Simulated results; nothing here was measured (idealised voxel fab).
The process module that follows is named voxel air gaps.
FYI the section here is cut, 280 nm wide, cells are 5 nm squares.
In this document a cross-section is written as a grid of square cells. It is given as a series of bands, listed from the top down, and a band is one or more rows of cells.
Within each band entry, the heights of the top and of the bottom of the band appear first, in that order and in nm; the materials of the band then follow from left to right, each with its corresponding width in nm. The designation "throughout" on a single material indicates that it fills the band from edge to edge; the designation "air" indicates empty space.
We count height from 0. Below that, the starting wafer is all one material. The lowest band never ends at the bottom but goes on down; see "0 nm and below" for how that is written.
When a width is written as two numbers, as in "30 to 40", the first number is the width in the top row of cells of the band and the second is the width in its bottom row, and the width changes by the same amount from each row to the next.
"no modification", as given for a step, is the statement that not any cell of the cross-section underwent a change during that step.
You'll see "Closed voids list" listing empty spaces that have no way open to the top, as long as they're 8 cells or more; the notation is width x height at distance, where the distance is from the left edge, and all of it is in nm.
Step line, after settings: the simulator's comment on this step.
overlay nm: on a step with a mask, how far right of its planned place the mask lay; negative means left.
-- Set out below are the planned steps of the process
- 1: RECEIVE with material Si
- 2: CONFORMAL_DEP with material SiO2, thk nm 10
- 3: CONFORMAL_DEP with material SiCN, thk nm 5
- 4: DIRECTIONAL_DEP with material SiO2, thk nm 35
- 5: MASKED_ETCH with tone open, mask id LINES, width nm 25, pitch nm 50, etch materials SiO2, depth nm 35, overlay nm 0
- 6: CONFORMAL_DEP with material TiN, thk nm 5
- 7: FILL_DEP with material Cu, thk nm 10
- 8: CMP with height nm 50
- 9: EPI with material Ru, thk nm 10
- 10: SELECTIVE_ETCH with etch materials SiO2, depth nm 45
- 11: CONFORMAL_DEP with material SiCN, thk nm 5
-- As-received wafer cross-section (after step 1)
	0 nm and below: Si throughout
	Closed voids list: none
-- This is how the wafer looks in cross-section once the module is done, given the starting state and plan above and one mistake in carrying the plan out
	65 nm to 60 nm: air=40, then SiCN=45, then air=5, then SiCN=45, then air=5, then SiCN=45, then air=5, then SiCN=45, then air=45
	60 nm to 50 nm: air=40, then SiCN=5, then Ru=35, then SiCN=5, then air=5, then SiCN=5, then Ru=35, then SiCN=5, then air=5, then SiCN=5, then Ru=35, then SiCN=5, then air=5, then SiCN=5, then Ru=35, then SiCN=5, then air=45
	50 nm to 45 nm: air=40, then SiCN=15, then TiN=5, then Cu=5, then TiN=5, then SiCN=15, then air=5, then SiCN=15, then TiN=5, then Cu=5, then TiN=5, then SiCN=15, then air=5, then SiCN=15, then TiN=5, then Cu=5, then TiN=5, then SiCN=15, then air=5, then SiCN=15, then TiN=5, then Cu=5, then TiN=5, then SiCN=15, then air=45
	45 nm to 20 nm: air=50, then SiCN=5, then TiN=5, then Cu=5, then TiN=5, then SiCN=5, then air=25, then SiCN=5, then TiN=5, then Cu=5, then TiN=5, then SiCN=5, then air=25, then SiCN=5, then TiN=5, then Cu=5, then TiN=5, then SiCN=5, then air=25, then SiCN=5, then TiN=5, then Cu=5, then TiN=5, then SiCN=5, then air=55
	20 nm to 15 nm: SiCN=55, then TiN=15, then SiCN=35, then TiN=15, then SiCN=35, then TiN=15, then SiCN=35, then TiN=15, then SiCN=60
	15 nm to 10 nm: SiCN throughout
	10 nm to 0 nm: SiO2 throughout
	0 nm and below: Si throughout
	Closed voids list: none
What went wrong in running the wafer? in deviation from the planned setting, step 5 was conducted as MASKED_ETCH with tone open, mask id LINES, width nm 15, pitch nm 50, etch materials SiO2, depth nm 35, overlay nm 0
